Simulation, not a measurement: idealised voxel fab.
Module name: voxel ribs on slabs (process module)
For reference, the cross-section in this document is cut, with width 280 nm and square cells of 5 nm.
Format of a cross-section: grid, square cells. Given as bands. Order: top down. Band: one or more rows of cells. The band entry comprises the height of the band's top followed by the height of its bottom, expressed in nm, and subsequently the band's materials from left to right, each stated together with its width in nm. Where a single material is marked with the word "edge to edge", that material fills the band from edge to edge. The word "blank" represents empty space. Height reference: 0 = level under which incoming wafer is all one material. Lowest band: no bottom, runs on downward, e.g. "top 0, no bottom". A width such as "30->40" changes by the same amount from each row of cells to the next, from the band's top row to its bottom row. It should be understood that the words "nothing altered", when stated for a given step, signify that the cross-section underwent no change in any of its cells during that step. "Sealed internal voids" - sealed voids, min. 8 cells, no opening to top; format: width x height at distance (distance from left edge; nm throughout). Anything after a step's settings on that line? It's the simulator's own note about the step. overlay nm: mask right of planned place by this much (step with mask). Neg. = left.
-- Planned step list for the process
- 1: RECEIVE,material Si
- 2: DIRECTIONAL_DEP,material SiO2,thk nm 25
- 3: DIRECTIONAL_DEP,material polySi,thk nm 15
- 4: DIRECTIONAL_DEP,material aC,thk nm 10
- 5: PATTERN,tone cover,mask id RIB,material resist,width nm 15,thk nm 30,overlay nm 0
- 6: DIRECTIONAL_ETCH,etch materials aC,depth nm 10
- 7: STRIP,etch materials resist
- 8: DIRECTIONAL_ETCH,etch materials polySi,depth nm 10
- 9: STRIP,etch materials aC
- 10: DIRECTIONAL_DEP,material aC,thk nm 15
- 11: PATTERN,tone cover,mask id SLAB,material resist,width nm 55,thk nm 35,overlay nm 0
- 12: DIRECTIONAL_ETCH,etch materials aC,depth nm 15
- 13: STRIP,etch materials resist
- 14: DIRECTIONAL_ETCH,etch materials polySi,depth nm 5
- 15: STRIP,etch materials aC
- 16: FILL_DEP,material SiO2,thk nm 20
- 17: CMP,height nm 50
- 18: DIRECTIONAL_DEP,material TiN,thk nm 5
- 19: DIRECTIONAL_DEP,material aC,thk nm 15
- 20: PATTERN,tone cover,mask id HEATER,material resist,width nm 25,thk nm 35,overlay nm 0
- 21: DIRECTIONAL_ETCH,etch materials aC,depth nm 15
- 22: STRIP,etch materials resist
- 23: DIRECTIONAL_ETCH,etch materials TiN,depth nm 5
- 24: STRIP,etch materials aC
- 25: CONFORMAL_DEP,material SiO2,thk nm 10
-- Wafer as received: cross-section following step 1
top 0, no bottom  Si edge to edge
Sealed internal voids: none
-- first wafer at the end, as planned
top 65, bottom 60  115 of blank, 45 of SiO2, 120 of blank
top 60, bottom 55  SiO2 edge to edge
top 55, bottom 50  125 of SiO2, 25 of TiN, 130 of SiO2
top 50, bottom 40  SiO2 edge to edge
top 40, bottom 30  130 of SiO2, 15 of polySi, 135 of SiO2
top 30, bottom 25  110 of SiO2, 55 of polySi, 115 of SiO2
top 25, bottom 0  SiO2 edge to edge
top 0, no bottom  Si edge to edge
Sealed internal voids: none
-- Now the second wafer, cross-sectioned at the end of the module. Nothing different at the start, nothing different in the plan compared with the first, just one mistake when it was actually run
top 65, bottom 60  115 of blank, 45 of SiO2, 120 of blank
top 60, bottom 55  SiO2 edge to edge
top 55, bottom 50  125 of SiO2, 25 of TiN, 130 of SiO2
top 50, bottom 40  SiO2 edge to edge
top 40, bottom 30  135 of SiO2, 15 of polySi, 130 of SiO2
top 30, bottom 25  110 of SiO2, 55 of polySi, 115 of SiO2
top 25, bottom 0  SiO2 edge to edge
top 0, no bottom  Si edge to edge
Sealed internal voids: none
Where did the run depart from the plan? the process deviated at step 5: the operation and settings actually run there were PATTERN,tone cover,mask id RIB,material resist,width nm 15,thk nm 30,overlay nm 5
At the end, each material covers as many cells on the second wafer as it does on the first, though the cells it covers are elsewhere.
